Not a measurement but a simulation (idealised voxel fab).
Title: Process Module voxel double patterning
Cross-section cut spans 275 nm and uses square cells 5 nm in size.
Cross-section format: a grid of square cells, given as bands from top to bottom; each band is one or more rows of cells. Heads up on the band format: heights come first, top then bottom, in nm. After that it's the materials left to right, each with its width in nm. A single material flagged "all across" fills the whole band edge to edge, and "blank" means there's empty space there. Height datum 0, below which the as-received substrate wafer is one material. Lowest band open at the bottom, running downward: "0 and below". Read "30->40" as a graded width: first number on top, second number at the bottom, same change between each pair of neighbouring rows. Basically "no alteration" means that step didn't change any cell in the cross-section. "Sealed void list" specifies each empty space that is not open to the top and that occupies no fewer than 8 cells, using the form width x height at distance, the distance measured from the left edge and all three quantities in nm. Heads up: the bit after the settings on a step's line is the simulator's remark on that step. When a step includes a mask, the "overlay nm" setting on its line states how far to the right of its planned place that mask lay, and negative values state how far to the left.

## plan
step 1: RECEIVE with material Si
step 2: CONFORMAL_DEP with material SiO2, thk nm 10
step 3: DIRECTIONAL_DEP with material polySi, thk nm 15
step 4: DIRECTIONAL_DEP with material SiCN, thk nm 5
step 5: MASKED_ETCH with tone open, mask id FIRST, width nm 15, pitch nm 50, etch materials SiCN, depth nm 5, overlay nm 0
step 6: DIRECTIONAL_DEP with material aC, thk nm 10
step 7: PATTERN with tone open, mask id SECOND, material resist, width nm 15, pitch nm 50, thk nm 25, overlay nm 0
step 8: DIRECTIONAL_ETCH with etch materials aC, depth nm 10
step 9: STRIP with etch materials resist
step 10: DIRECTIONAL_ETCH with etch materials SiCN, depth nm 5
step 11: STRIP with etch materials aC
step 12: DIRECTIONAL_ETCH with etch materials polySi, depth nm 15
step 13: STRIP with etch materials SiCN

## First wafer, two in total, run as planned

## So this is the incoming wafer in cross-section - it's already been through step 1
  0 and below: Si all across
  Sealed void list: none

## After step 2: wafer cross-section
  10 down to 0: SiO2 all across
  below 0: unchanged

## After step 3: wafer cross-section
  25 down to 10: polySi all across
  below 10: unchanged

## After step 4: wafer cross-section
  30 down to 25: SiCN all across
  below 25: unchanged

## After step 5: wafer cross-section
  30 down to 25: SiCN=80, then blank=15, then SiCN=35, then blank=15, then SiCN=35, then blank=15, then SiCN=80
  below 25: unchanged

## After step 6: wafer cross-section
  40 down to 35: aC=80, then blank=15, then aC=35, then blank=15, then aC=35, then blank=15, then aC=80
  35 down to 30: aC all across
  30 down to 25: SiCN=80, then aC=15, then SiCN=35, then aC=15, then SiCN=35, then aC=15, then SiCN=80
  below 25: unchanged

## After step 7: wafer cross-section
  65 down to 40: resist=105, then blank=15, then resist=35, then blank=15, then resist=105
  40 down to 35: aC=80, then resist=15, then aC=35, then resist=15, then aC=35, then resist=15, then aC=80
  below 35: unchanged

## After step 8: wafer cross-section
  55 down to 40: resist=105, then blank=15, then resist=35, then blank=15, then resist=105
  40 down to 35: aC=80, then resist=15, then aC=10, then blank=15, then aC=10, then resist=15, then aC=10, then blank=15, then aC=10, then resist=15, then aC=80
  35 down to 30: aC=105, then blank=15, then aC=35, then blank=15, then aC=105
  below 30: unchanged

## After step 9: wafer cross-section
  40 down to 35: aC=80, then blank=15, then aC=10, then blank=15, then aC=10, then blank=15, then aC=10, then blank=15, then aC=10, then blank=15, then aC=80
  below 35: unchanged

## After step 10: wafer cross-section
  40 down to 35: aC=80, then blank=15, then aC=10, then blank=15, then aC=10, then blank=15, then aC=10, then blank=15, then aC=10, then blank=15, then aC=80
  35 down to 30: aC=105, then blank=15, then aC=35, then blank=15, then aC=105
  30 down to 25: SiCN=80, then aC=15, then SiCN=10, then blank=15, then SiCN=10, then aC=15, then SiCN=10, then blank=15, then SiCN=10, then aC=15, then SiCN=80
  below 25: unchanged

## After step 11: wafer cross-section
  30 down to 25: SiCN=80, then blank=15, then SiCN=10, then blank=15, then SiCN=10, then blank=15, then SiCN=10, then blank=15, then SiCN=10, then blank=15, then SiCN=80
  below 25: unchanged

## After step 12: wafer cross-section
  30 down to 25: SiCN=80, then blank=15, then SiCN=10, then blank=15, then SiCN=10, then blank=15, then SiCN=10, then blank=15, then SiCN=10, then blank=15, then SiCN=80
  25 down to 10: polySi=80, then blank=15, then polySi=10, then blank=15, then polySi=10, then blank=15, then polySi=10, then blank=15, then polySi=10, then blank=15, then polySi=80
  below 10: unchanged

## After step 13: wafer cross-section
  25 down to 10: polySi=80, then blank=15, then polySi=10, then blank=15, then polySi=10, then blank=15, then polySi=10, then blank=15, then polySi=10, then blank=15, then polySi=80
  below 10: unchanged

## Wafer two. Same start, same plan, one slip in execution. Same as wafer one through step 2, inclusive

## Planned end of step 3: second wafer, cross-section
  40 down to 10: polySi all across
  below 10: unchanged

## Planned end of step 4: second wafer, cross-section
  45 down to 40: SiCN all across
  below 40: unchanged

## Planned end of step 5: second wafer, cross-section
  45 down to 40: SiCN=80, then blank=15, then SiCN=35, then blank=15, then SiCN=35, then blank=15, then SiCN=80
  below 40: unchanged

## Planned end of step 6: second wafer, cross-section
  55 down to 50: aC=80, then blank=15, then aC=35, then blank=15, then aC=35, then blank=15, then aC=80
  50 down to 45: aC all across
  45 down to 40: SiCN=80, then aC=15, then SiCN=35, then aC=15, then SiCN=35, then aC=15, then SiCN=80
  below 40: unchanged

## Planned end of step 7: second wafer, cross-section
  80 down to 55: resist=105, then blank=15, then resist=35, then blank=15, then resist=105
  55 down to 50: aC=80, then resist=15, then aC=35, then resist=15, then aC=35, then resist=15, then aC=80
  below 50: unchanged

## Planned end of step 8: second wafer, cross-section
  70 down to 55: resist=105, then blank=15, then resist=35, then blank=15, then resist=105
  55 down to 50: aC=80, then resist=15, then aC=10, then blank=15, then aC=10, then resist=15, then aC=10, then blank=15, then aC=10, then resist=15, then aC=80
  50 down to 45: aC=105, then blank=15, then aC=35, then blank=15, then aC=105
  below 45: unchanged

## Planned end of step 9: second wafer, cross-section
  55 down to 50: aC=80, then blank=15, then aC=10, then blank=15, then aC=10, then blank=15, then aC=10, then blank=15, then aC=10, then blank=15, then aC=80
  below 50: unchanged

## Planned end of step 10: second wafer, cross-section
  55 down to 50: aC=80, then blank=15, then aC=10, then blank=15, then aC=10, then blank=15, then aC=10, then blank=15, then aC=10, then blank=15, then aC=80
  50 down to 45: aC=105, then blank=15, then aC=35, then blank=15, then aC=105
  45 down to 40: SiCN=80, then aC=15, then SiCN=10, then blank=15, then SiCN=10, then aC=15, then SiCN=10, then blank=15, then SiCN=10, then aC=15, then SiCN=80
  below 40: unchanged

## Planned end of step 11: second wafer, cross-section
  45 down to 40: SiCN=80, then blank=15, then SiCN=10, then blank=15, then SiCN=10, then blank=15, then SiCN=10, then blank=15, then SiCN=10, then blank=15, then SiCN=80
  below 40: unchanged

## Planned end of step 12: second wafer, cross-section
  45 down to 40: SiCN=80, then blank=15, then SiCN=10, then blank=15, then SiCN=10, then blank=15, then SiCN=10, then blank=15, then SiCN=10, then blank=15, then SiCN=80
  40 down to 25: polySi=80, then blank=15, then polySi=10, then blank=15, then polySi=10, then blank=15, then polySi=10, then blank=15, then polySi=10, then blank=15, then polySi=80
  below 25: unchanged

## Planned end of step 13: second wafer, cross-section
  40 down to 25: polySi=80, then blank=15, then polySi=10, then blank=15, then polySi=10, then blank=15, then polySi=10, then blank=15, then polySi=10, then blank=15, then polySi=80
  below 25: unchanged
Finding, execution versus plan: step 3 of the plan was carried out twice
Upon completion, the second wafer contains, in terms of cells, a greater or smaller amount of certain materials than the first wafer: 165 more of polySi
